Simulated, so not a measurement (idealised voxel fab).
process module | voxel self aligned contacts
cross-section cut | 290 nm wide | cells 5 nm
A cross-section is a grid of square cells, given in bands from the top down. A band is one or more rows of cells.
Each band's line starts with the height of the band's top and of its bottom, in nm. Then come its materials from left to right, each with its width in nm. One material with "throughout" fills the band from edge to edge. "air" is empty space.
Height 0 is the level under which the wafer as received is all one material. The lowest band goes on downwards, as in "0 down".
A width such as "30 to 40" changes by the same amount from each row of cells to the next, from the band's top row to its bottom row.
"no change" after a step means that no cell of the cross-section changed.
closed voids: empty space of 8 cells or more with no open way to the top, each as width x height at its distance from the left edge, in nm
after a step's settings: what the simulator itself notes on the step
overlay nm, on a step with a mask: how far to the right of its planned place the mask lay; to the left if negative
plan
1 op RECEIVE | material Si
2 op CONFORMAL_DEP | material SiO2 | thk nm 5
3 op DIRECTIONAL_DEP | material polySi | thk nm 20
4 op DIRECTIONAL_DEP | material SiN | thk nm 25
5 op DIRECTIONAL_DEP | material aC | thk nm 15
6 op PATTERN | tone cover | mask id GATE | material resist | width nm 30 | pitch nm 65 | thk nm 35 | overlay nm 0
7 op DIRECTIONAL_ETCH | etch materials aC | depth nm 15
8 op STRIP | etch materials resist
9 op DIRECTIONAL_ETCH | etch materials SiN | depth nm 25
10 op DIRECTIONAL_ETCH | etch materials polySi | depth nm 20
11 op STRIP | etch materials aC
12 op CONFORMAL_DEP | material SiN | thk nm 10
13 op DIRECTIONAL_ETCH | etch materials SiN | depth nm 10
14 op FILL_DEP | material SiO2 | thk nm 15
15 op CMP | height nm 60
16 op DIRECTIONAL_DEP | material aC | thk nm 10
17 op PATTERN | tone open | mask id CONTACT | material resist | width nm 45 | pitch nm 65 | thk nm 25 | overlay nm 0
18 op DIRECTIONAL_ETCH | etch materials aC | depth nm 10
19 op STRIP | etch materials resist
20 op DIRECTIONAL_ETCH | etch materials SiO2 | depth nm 60
21 op STRIP | etch materials aC
22 op CONFORMAL_DEP | material TiN | thk nm 5
23 op FILL_DEP | material Ru | thk nm 10
24 op CMP | height nm 60
25 op CONFORMAL_DEP | material SiN | thk nm 5
as received, after step 1
  0 down: Si throughout
  closed voids: none
a wafer at the end: this start, this plan, one mistake
  80 to 75: SiN throughout
  75 to 65: Ru throughout
  65 to 60: TiN 95 | Ru 35 | TiN 30 | Ru 35 | TiN 95
  60 to 50: SiO2 90 | TiN 5 to 20 | Ru 35 to 5 | TiN 5 to 20 | SiO2 20 | TiN 5 to 20 | Ru 35 to 5 | TiN 5 to 20 | SiO2 90
  50 to 25: SiO2 55 | SiN 50 | TiN 5 | Ru 5 | TiN 5 | SiN 50 | TiN 5 | Ru 5 | TiN 5 | SiN 50 | SiO2 55
  25 to 5: SiO2 55 | SiN 10 | polySi 30 | SiN 10 | TiN 5 | Ru 5 | TiN 5 | SiN 10 | polySi 30 | SiN 10 | TiN 5 | Ru 5 | TiN 5 | SiN 10 | polySi 30 | SiN 10 | SiO2 55
  5 to 0: SiO2 105 | TiN 15 | SiO2 50 | TiN 15 | SiO2 105
  0 down: Si throughout
  closed voids: none
what went wrong: step 24 was left out
